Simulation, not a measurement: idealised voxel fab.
The following is a process module called voxel capacitor over wiring.
Pictured: cross-section cut, 205 nm wide, on a grid of 5 nm square cells.
Cross-section format: a grid of square cells, given as bands from top to bottom; each band is one or more rows of cells.
Band entry format. Leading values: height of top, height of bottom, nm. Remainder: materials in left-to-right order, each with its width in nm. Special words: "throughout" on a single material, which then fills the band edge to edge; "empty", empty space.
A quick word on heights: they are counted from 0, and under that level the wafer as it came to us is one material throughout. The lowest band is different from the rest in having no bottom; it simply continues downward, written as in "from 0 down".
Note: "30 to 40" means the width goes from the first number (top row of the band) to the second number (bottom row) in equal steps per row of cells.
"no alteration", as given for a step, is the statement that not any cell of the cross-section underwent a change during that step.
You'll see "Enclosed cavity list" listing empty spaces that have no way open to the top, as long as they're 8 cells or more; the notation is width x height at distance, where the distance is from the left edge, and all of it is in nm.
It should be noted that, on the line of a given step, the content following the step's settings is a remark produced by the simulator itself with respect to that step.
overlay nm, on a step with a mask: how far to the right of its planned place the mask lay; to the left if negative
## The steps planned for the process are as follows
1 RECEIVE [material Si]
2 CONFORMAL_DEP [material SiO2] [thk nm 15]
3 CONFORMAL_DEP [material SiCN] [thk nm 5]
4 DIRECTIONAL_DEP [material lowk] [thk nm 25]
5 PATTERN [tone open] [mask id METAL_1] [material resist] [width nm 30] [pitch nm 80] [thk nm 15] [overlay nm 0]
6 DIRECTIONAL_ETCH [etch materials lowk] [depth nm 25]
7 DIRECTIONAL_ETCH [etch materials SiCN] [depth nm 5]
8 STRIP [etch materials resist]
9 CONFORMAL_DEP [material TiN] [thk nm 5]
10 FILL_DEP [material Cu] [thk nm 10]
11 CMP [height nm 45]
12 CONFORMAL_DEP [material SiCN] [thk nm 5]
13 DIRECTIONAL_DEP [material SiO2] [thk nm 15]
14 MASKED_ETCH [tone open] [mask id PLUG_1] [width nm 15] [etch materials SiO2] [depth nm 15] [overlay nm 0]
15 MASKED_ETCH [tone open] [mask id PLUG_1] [width nm 15] [etch materials SiCN] [depth nm 5] [overlay nm 0]
16 EPI [material Ru] [thk nm 10]
17 EPI [material Ru] [thk nm 10]
18 DIRECTIONAL_DEP [material TiN] [thk nm 5]
19 DIRECTIONAL_DEP [material SiN] [thk nm 5]
20 DIRECTIONAL_DEP [material TiN] [thk nm 10]
21 DIRECTIONAL_DEP [material aC] [thk nm 10]
22 PATTERN [tone cover] [mask id UPPER_PLATE] [material resist] [width nm 55] [thk nm 25] [overlay nm 0]
23 DIRECTIONAL_ETCH [etch materials aC] [depth nm 10]
24 STRIP [etch materials resist]
25 DIRECTIONAL_ETCH [etch materials TiN] [depth nm 10]
26 DIRECTIONAL_ETCH [etch materials SiN] [depth nm 5]
27 STRIP [etch materials aC]
28 PATTERN [tone cover] [mask id LOWER_PLATE] [material resist] [width nm 65] [thk nm 20] [overlay nm 0]
29 DIRECTIONAL_ETCH [etch materials TiN] [depth nm 5]
30 STRIP [etch materials resist]
31 FILL_DEP [material SiO2] [thk nm 15]
32 CMP [height nm 95]
33 PATTERN [tone open] [mask id PLUG_2] [material resist] [width nm 15] [thk nm 15] [overlay nm 0]
34 DIRECTIONAL_ETCH [etch materials SiO2] [depth nm 10]
35 STRIP [etch materials resist]
36 CONFORMAL_DEP [material TiN] [thk nm 5]
37 FILL_DEP [material Cu] [thk nm 5]
38 CMP [height nm 95]
39 CONFORMAL_DEP [material SiN] [thk nm 5]
## first wafer, as planned
## Here's what the wafer looked like in cross-section when it arrived - that's after step 1
  from 0 down | Si throughout
  Enclosed cavity list: none
## So this is the wafer cross-section right after step 2
  from 15 to 0 | SiO2 throughout
  Everything below 0 is unchanged.
## So this is the wafer cross-section right after step 3
  from 20 to 15 | SiCN throughout
  Everything below 15 is unchanged.
## So this is the wafer cross-section right after step 4
  from 45 to 20 | lowk throughout
  Everything below 20 is unchanged.
## So this is the wafer cross-section right after step 5
  from 60 to 45 | resist: 45  empty: 30  resist: 50  empty: 30  resist: 50
  Everything below 45 is unchanged.
## So this is the wafer cross-section right after step 6
  from 60 to 45 | resist: 45  empty: 30  resist: 50  empty: 30  resist: 50
  from 45 to 20 | lowk: 45  empty: 30  lowk: 50  empty: 30  lowk: 50
  Everything below 20 is unchanged.
## So this is the wafer cross-section right after step 7
  from 60 to 45 | resist: 45  empty: 30  resist: 50  empty: 30  resist: 50
  from 45 to 20 | lowk: 45  empty: 30  lowk: 50  empty: 30  lowk: 50
  from 20 to 15 | SiCN: 45  empty: 30  SiCN: 50  empty: 30  SiCN: 50
  Everything below 15 is unchanged.
## So this is the wafer cross-section right after step 8
  from 45 to 20 | lowk: 45  empty: 30  lowk: 50  empty: 30  lowk: 50
  Everything below 20 is unchanged.
## So this is the wafer cross-section right after step 9
  from 50 to 45 | TiN: 50  empty: 20  TiN: 60  empty: 20  TiN: 55
  from 45 to 20 | lowk: 45  TiN: 5  empty: 20  TiN: 5  lowk: 50  TiN: 5  empty: 20  TiN: 5  lowk: 50
  from 20 to 15 | SiCN: 45  TiN: 30  SiCN: 50  TiN: 30  SiCN: 50
  Everything below 15 is unchanged.
## So this is the wafer cross-section right after step 10
  from 60 to 50 | Cu throughout
  from 50 to 45 | TiN: 50  Cu: 20  TiN: 60  Cu: 20  TiN: 55
  from 45 to 20 | lowk: 45  TiN: 5  Cu: 20  TiN: 5  lowk: 50  TiN: 5  Cu: 20  TiN: 5  lowk: 50
  Everything below 20 is unchanged.
## So this is the wafer cross-section right after step 11
  from 45 to 20 | lowk: 45  TiN: 5  Cu: 20  TiN: 5  lowk: 50  TiN: 5  Cu: 20  TiN: 5  lowk: 50
  Everything below 20 is unchanged.
## So this is the wafer cross-section right after step 12
  from 50 to 45 | SiCN throughout
  Everything below 45 is unchanged.
## So this is the wafer cross-section right after step 13
  from 65 to 50 | SiO2 throughout
  Everything below 50 is unchanged.
## So this is the wafer cross-section right after step 14
  from 65 to 50 | SiO2: 60  empty: 15  SiO2: 130
  Everything below 50 is unchanged.
## So this is the wafer cross-section right after step 15
  from 65 to 50 | SiO2: 60  empty: 15  SiO2: 130
  from 50 to 45 | SiCN: 60  empty: 15  SiCN: 130
  Everything below 45 is unchanged.
## So this is the wafer cross-section right after step 16
  from 65 to 55 | SiO2: 60  empty: 15  SiO2: 130
  from 55 to 50 | SiO2: 60  Ru: 15  SiO2: 130
  from 50 to 45 | SiCN: 60  Ru: 15  SiCN: 130
  Everything below 45 is unchanged.
## So this is the wafer cross-section right after step 17
  from 65 to 50 | SiO2: 60  Ru: 15  SiO2: 130
  Everything below 50 is unchanged.
## So this is the wafer cross-section right after step 18
  from 70 to 65 | TiN throughout
  Everything below 65 is unchanged.
## So this is the wafer cross-section right after step 19
  from 75 to 70 | SiN throughout
  Everything below 70 is unchanged.
## So this is the wafer cross-section right after step 20
  from 85 to 75 | TiN throughout
  Everything below 75 is unchanged.
## So this is the wafer cross-section right after step 21
  from 95 to 85 | aC throughout
  Everything below 85 is unchanged.
## So this is the wafer cross-section right after step 22
  from 120 to 95 | empty: 60  resist: 55  empty: 90
  Everything below 95 is unchanged.
## So this is the wafer cross-section right after step 23
  from 110 to 95 | empty: 60  resist: 55  empty: 90
  from 95 to 85 | empty: 60  aC: 55  empty: 90
  Everything below 85 is unchanged.
## So this is the wafer cross-section right after step 24
  from 95 to 85 | empty: 60  aC: 55  empty: 90
  Everything below 85 is unchanged.
## So this is the wafer cross-section right after step 25
  from 95 to 85 | empty: 60  aC: 55  empty: 90
  from 85 to 75 | empty: 60  TiN: 55  empty: 90
  Everything below 75 is unchanged.
## So this is the wafer cross-section right after step 26
  from 95 to 85 | empty: 60  aC: 55  empty: 90
  from 85 to 75 | empty: 60  TiN: 55  empty: 90
  from 75 to 70 | empty: 60  SiN: 55  empty: 90
  Everything below 70 is unchanged.
## So this is the wafer cross-section right after step 27
  from 85 to 75 | empty: 60  TiN: 55  empty: 90
  Everything below 75 is unchanged.
## So this is the wafer cross-section right after step 28
  from 105 to 85 | empty: 55  resist: 65  empty: 85
  from 85 to 75 | empty: 55  resist: 5  TiN: 55  resist: 5  empty: 85
  from 75 to 70 | empty: 55  resist: 5  SiN: 55  resist: 5  empty: 85
  Everything below 70 is unchanged.
## So this is the wafer cross-section right after step 29
  from 105 to 85 | empty: 55  resist: 65  empty: 85
  from 85 to 75 | empty: 55  resist: 5  TiN: 55  resist: 5  empty: 85
  from 75 to 70 | empty: 55  resist: 5  SiN: 55  resist: 5  empty: 85
  from 70 to 65 | empty: 55  TiN: 65  empty: 85
  Everything below 65 is unchanged.
## So this is the wafer cross-section right after step 30
  from 85 to 75 | empty: 60  TiN: 55  empty: 90
  from 75 to 70 | empty: 60  SiN: 55  empty: 90
  Everything below 70 is unchanged.
## So this is the wafer cross-section right after step 31
  from 100 to 85 | SiO2 throughout
  from 85 to 75 | SiO2: 60  TiN: 55  SiO2: 90
  from 75 to 70 | SiO2: 60  SiN: 55  SiO2: 90
  from 70 to 65 | SiO2: 55  TiN: 65  SiO2: 85
  Everything below 65 is unchanged.
## So this is the wafer cross-section right after step 32
  from 95 to 85 | SiO2 throughout
  Everything below 85 is unchanged.
## So this is the wafer cross-section right after step 33
  from 110 to 95 | resist: 70  empty: 15  resist: 120
  Everything below 95 is unchanged.
## So this is the wafer cross-section right after step 34
  from 110 to 95 | resist: 70  empty: 15  resist: 120
  from 95 to 85 | SiO2: 70  empty: 15  SiO2: 120
  Everything below 85 is unchanged.
## So this is the wafer cross-section right after step 35
  from 95 to 85 | SiO2: 70  empty: 15  SiO2: 120
  Everything below 85 is unchanged.
## So this is the wafer cross-section right after step 36
  from 100 to 95 | TiN: 75  empty: 5  TiN: 125
  from 95 to 90 | SiO2: 70  TiN: 5  empty: 5  TiN: 5  SiO2: 120
  from 90 to 85 | SiO2: 70  TiN: 15  SiO2: 120
  Everything below 85 is unchanged.
## So this is the wafer cross-section right after step 37
  from 105 to 100 | Cu throughout
  from 100 to 95 | TiN: 75  Cu: 5  TiN: 125
  from 95 to 90 | SiO2: 70  TiN: 5  Cu: 5  TiN: 5  SiO2: 120
  Everything below 90 is unchanged.
## So this is the wafer cross-section right after step 38
  from 95 to 90 | SiO2: 70  TiN: 5  Cu: 5  TiN: 5  SiO2: 120
  Everything below 90 is unchanged.
## So this is the wafer cross-section right after step 39
  from 100 to 95 | SiN throughout
  Everything below 95 is unchanged.
## Notes, second wafer: start = first wafer's, plan = first wafer's, execution had one mistake; history identical to first through step 18
At the planned end of step 19, the second wafer in cross-section: no alteration
## At the planned end of step 20, the second wafer in cross-section
  from 80 to 65 | TiN throughout
  Everything below 65 is unchanged.
## At the planned end of step 21, the second wafer in cross-section
  from 90 to 80 | aC throughout
  Everything below 80 is unchanged.
## At the planned end of step 22, the second wafer in cross-section
  from 115 to 90 | empty: 60  resist: 55  empty: 90
  Everything below 90 is unchanged.
## At the planned end of step 23, the second wafer in cross-section
  from 105 to 90 | empty: 60  resist: 55  empty: 90
  from 90 to 80 | empty: 60  aC: 55  empty: 90
  Everything below 80 is unchanged.
## At the planned end of step 24, the second wafer in cross-section
  from 90 to 80 | empty: 60  aC: 55  empty: 90
  Everything below 80 is unchanged.
## At the planned end of step 25, the second wafer in cross-section
  from 90 to 80 | empty: 60  aC: 55  empty: 90
  from 80 to 70 | empty: 60  TiN: 55  empty: 90
  Everything below 70 is unchanged.
At the planned end of step 26, the second wafer in cross-section: no alteration
## At the planned end of step 27, the second wafer in cross-section
  from 80 to 70 | empty: 60  TiN: 55  empty: 90
  Everything below 70 is unchanged.
## At the planned end of step 28, the second wafer in cross-section
  from 100 to 80 | empty: 55  resist: 65  empty: 85
  from 80 to 70 | empty: 55  resist: 5  TiN: 55  resist: 5  empty: 85
  Everything below 70 is unchanged.
## At the planned end of step 29, the second wafer in cross-section
  from 100 to 80 | empty: 55  resist: 65  empty: 85
  from 80 to 70 | empty: 55  resist: 5  TiN: 55  resist: 5  empty: 85
  from 70 to 65 | empty: 55  TiN: 65  empty: 85
  Everything below 65 is unchanged.
## At the planned end of step 30, the second wafer in cross-section
  from 80 to 70 | empty: 60  TiN: 55  empty: 90
  Everything below 70 is unchanged.
## At the planned end of step 31, the second wafer in cross-section
  from 95 to 80 | SiO2 throughout
  from 80 to 70 | SiO2: 60  TiN: 55  SiO2: 90
  from 70 to 65 | SiO2: 55  TiN: 65  SiO2: 85
  Everything below 65 is unchanged.
At the planned end of step 32, the second wafer in cross-section: no alteration
## At the planned end of step 33, the second wafer in cross-section
  from 110 to 95 | resist: 70  empty: 15  resist: 120
  Everything below 95 is unchanged.
## At the planned end of step 34, the second wafer in cross-section
  from 110 to 95 | resist: 70  empty: 15  resist: 120
  from 95 to 85 | SiO2: 70  empty: 15  SiO2: 120
  Everything below 85 is unchanged.
## At the planned end of step 35, the second wafer in cross-section
  from 95 to 85 | SiO2: 70  empty: 15  SiO2: 120
  Everything below 85 is unchanged.
## At the planned end of step 36, the second wafer in cross-section
  from 100 to 95 | TiN: 75  empty: 5  TiN: 125
  from 95 to 90 | SiO2: 70  TiN: 5  empty: 5  TiN: 5  SiO2: 120
  from 90 to 85 | SiO2: 70  TiN: 15  SiO2: 120
  Everything below 85 is unchanged.
## At the planned end of step 37, the second wafer in cross-section
  from 105 to 100 | Cu throughout
  from 100 to 95 | TiN: 75  Cu: 5  TiN: 125
  from 95 to 90 | SiO2: 70  TiN: 5  Cu: 5  TiN: 5  SiO2: 120
  Everything below 90 is unchanged.
## At the planned end of step 38, the second wafer in cross-section
  from 95 to 90 | SiO2: 70  TiN: 5  Cu: 5  TiN: 5  SiO2: 120
  Everything below 90 is unchanged.
## At the planned end of step 39, the second wafer in cross-section
  from 100 to 95 | SiN throughout
  Everything below 95 is unchanged.
Here's what went sideways: step 19 of the plan: omitted, not performed
Upon completion, the second wafer contains, in terms of cells, a greater or smaller amount of certain materials than the first wafer: SiN -11, SiO2 +11
